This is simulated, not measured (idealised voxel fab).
The document below concerns the process module designated voxel self aligned vias.
This is section cut - it's 170 nm across, gridded in 5 nm square cells.
Cross-section layout: square cells on a grid; listed as bands, top to bottom; a band spans one or more cell rows. Top height, bottom height, nm. Materials left to right, width each, nm. Single material + "full width" = fills band edge to edge. "air" = empty. Heights are expressed relative to 0, this being the level below which the as-received wafer comprises one material exclusively. The lowest band is unbounded in the downward direction and is denoted as in "0 and below". Graded width ("30->40"): value in top row of band = first number; value in bottom row = second number; row-to-row change constant. "changes: none", as given for a step, is the statement that not any cell of the cross-section underwent a change during that step. The list in "Completely sealed voids" covers empty spaces of 8 cells or more that cannot reach the top through any open way, and it gives each as width x height at distance; the distance is from the left edge, and width, height and distance are in nm. Anything after a step's settings on that line? It's the simulator's own note about the step. "overlay nm" on a masked step: distance the mask lay right of its planned place, negative for left. What follows is a series of pairs. Each pair shows a cross-section before one process step and the cross-section after it, and the after view is drawn only down to the lowest band that changed. Beneath each pair is the step that lies between the two, with its settings. Pairs may come from different runs of this module on the same starting wafer, so a pair continues from the one above it only where its entry headed "Pre-step view" says so.

PRE-STEP VIEW
  70 down to 65 = TiN 50, air 20, TiN 30, air 20, TiN 50
  65 down to 55 = lowk 45, TiN 5, air 20, TiN 5, lowk 20, TiN 5, air 20, TiN 5, lowk 45
  55 down to 50 = lowk 45, TiN 10, air 5, TiN 15, lowk 20, TiN 10, air 5, TiN 15, lowk 45
  50 down to 45 = lowk 50, TiN 15, SiN 5, lowk 30, TiN 15, SiN 5, lowk 50
  45 down to 25 = lowk 50, TiN 5, Ru 10, TiN 5, lowk 30, TiN 5, Ru 10, TiN 5, lowk 50
  25 down to 20 = lowk 50, TiN 20, lowk 30, TiN 20, lowk 50
  20 down to 15 = SiCN full width
  15 down to 0 = SiO2 full width
  0 and below = Si full width
  Completely sealed voids: none

POST-STEP SECTION VIEW
  75 down to 70 = Cu full width
  70 down to 65 = TiN 50, Cu 20, TiN 30, Cu 20, TiN 50
  65 down to 55 = lowk 45, TiN 5, Cu 20, TiN 5, lowk 20, TiN 5, Cu 20, TiN 5, lowk 45
  55 down to 50 = lowk 45, TiN 10, Cu 5, TiN 15, lowk 20, TiN 10, Cu 5, TiN 15, lowk 45
  Everything under 50 stays put, no change at all.
  Completely sealed voids: none
Step applied between the pre-step and post-step cross-sections shown above: FILL_DEP | material Cu | thk nm 5

Pre-step view: equal to the after panel directly above.

POST-STEP SECTION VIEW
  65 down to 55 = lowk 45, TiN 5, Cu 20, TiN 5, lowk 20, TiN 5, Cu 20, TiN 5, lowk 45
  Everything under 55 stays put, no change at all.
  Completely sealed voids: none
Step applied between the pre-step and post-step cross-sections shown above: CMP | height nm 65

Pre-step view: equal to the after panel directly above.

POST-STEP SECTION VIEW
  70 down to 65 = SiN full width
  Everything under 65 stays put, no change at all.
  Completely sealed voids: none
Step applied between the pre-step and post-step cross-sections shown above: CONFORMAL_DEP | material SiN | thk nm 5

PRE-STEP VIEW
  70 down to 65 = TiN 50, air 20, TiN 30, air 20, TiN 50
  65 down to 55 = lowk 45, TiN 5, air 20, TiN 5, lowk 20, TiN 5, air 20, TiN 5, lowk 45
  55 down to 50 = lowk 45, TiN 10, air 10, TiN 10, lowk 20, TiN 10, air 10, TiN 10, lowk 45
  50 down to 45 = lowk 50, TiN 20, lowk 30, TiN 20, lowk 50
  45 down to 25 = lowk 50, TiN 5, Ru 10, TiN 5, lowk 30, TiN 5, Ru 10, TiN 5, lowk 50
  25 down to 20 = lowk 50, TiN 20, lowk 30, TiN 20, lowk 50
  20 down to 15 = SiCN full width
  15 down to 0 = SiO2 full width
  0 and below = Si full width
  Completely sealed voids: none

POST-STEP SECTION VIEW
  75 down to 70 = W full width
  70 down to 65 = TiN 50, W 20, TiN 30, W 20, TiN 50
  65 down to 55 = lowk 45, TiN 5, W 20, TiN 5, lowk 20, TiN 5, W 20, TiN 5, lowk 45
  55 down to 50 = lowk 45, TiN 10, W 10, TiN 10, lowk 20, TiN 10, W 10, TiN 10, lowk 45
  Everything under 50 stays put, no change at all.
  Completely sealed voids: none
Step applied between the pre-step and post-step cross-sections shown above: FILL_DEP | material W | thk nm 5

Pre-step view: equal to the after panel directly above.

POST-STEP SECTION VIEW
  65 down to 55 = lowk 45, TiN 5, W 20, TiN 5, lowk 20, TiN 5, W 20, TiN 5, lowk 45
  Everything under 55 stays put, no change at all.
  Completely sealed voids: none
Step applied between the pre-step and post-step cross-sections shown above: CMP | height nm 65

Pre-step view: equal to the after panel directly above.

POST-STEP SECTION VIEW
  70 down to 65 = SiN full width
  Everything under 65 stays put, no change at all.
  Completely sealed voids: none
Step applied between the pre-step and post-step cross-sections shown above: CONFORMAL_DEP | material SiN | thk nm 5

PRE-STEP VIEW
  65 down to 50 = lowk full width
  50 down to 45 = lowk 50, SiN 20, lowk 30, SiN 20, lowk 50
  45 down to 25 = lowk 50, TiN 5, Ru 10, TiN 5, lowk 30, TiN 5, Ru 10, TiN 5, lowk 50
  25 down to 20 = lowk 50, TiN 20, lowk 30, TiN 20, lowk 50
  20 down to 15 = SiCN full width
  15 down to 0 = SiO2 full width
  0 and below = Si full width
  Completely sealed voids: none

POST-STEP SECTION VIEW
  65 down to 50 = air 45, lowk 30, air 20, lowk 30, air 45
  Everything under 50 stays put, no change at all.
  Completely sealed voids: none
Step applied between the pre-step and post-step cross-sections shown above: MASKED_ETCH | tone cover | mask id VIAS | width nm 30 | pitch nm 50 | etch materials lowk | depth nm 15 | overlay nm 0

Pre-step view: equal to the after panel directly above.

POST-STEP SECTION VIEW
  70 down to 65 = air 40, TiN 40, air 10, TiN 40, air 40
  65 down to 55 = air 40, TiN 5, lowk 30, TiN 5, air 10, TiN 5, lowk 30, TiN 5, air 40
  55 down to 50 = TiN 45, lowk 30, TiN 20, lowk 30, TiN 45
  Everything under 50 stays put, no change at all.
  Completely sealed voids: none
Step applied between the pre-step and post-step cross-sections shown above: CONFORMAL_DEP | material TiN | thk nm 5

Pre-step view: equal to the after panel directly above.

POST-STEP SECTION VIEW
  75 down to 70 = Cu full width
  70 down to 65 = Cu 40, TiN 40, Cu 10, TiN 40, Cu 40
  65 down to 55 = Cu 40, TiN 5, lowk 30, TiN 5, Cu 10, TiN 5, lowk 30, TiN 5, Cu 40
  Everything under 55 stays put, no change at all.
  Completely sealed voids: none
Step applied between the pre-step and post-step cross-sections shown above: FILL_DEP | material Cu | thk nm 5

Pre-step view: equal to the after panel directly above.

POST-STEP SECTION VIEW
  65 down to 55 = Cu 40, TiN 5, lowk 30, TiN 5, Cu 10, TiN 5, lowk 30, TiN 5, Cu 40
  Everything under 55 stays put, no change at all.
  Completely sealed voids: none
Step applied between the pre-step and post-step cross-sections shown above: CMP | height nm 65

Pre-step view: equal to the after panel directly above.

POST-STEP SECTION VIEW
  70 down to 65 = SiN full width
  Everything under 65 stays put, no change at all.
  Completely sealed voids: none
Step applied between the pre-step and post-step cross-sections shown above: CONFORMAL_DEP | material SiN | thk nm 5
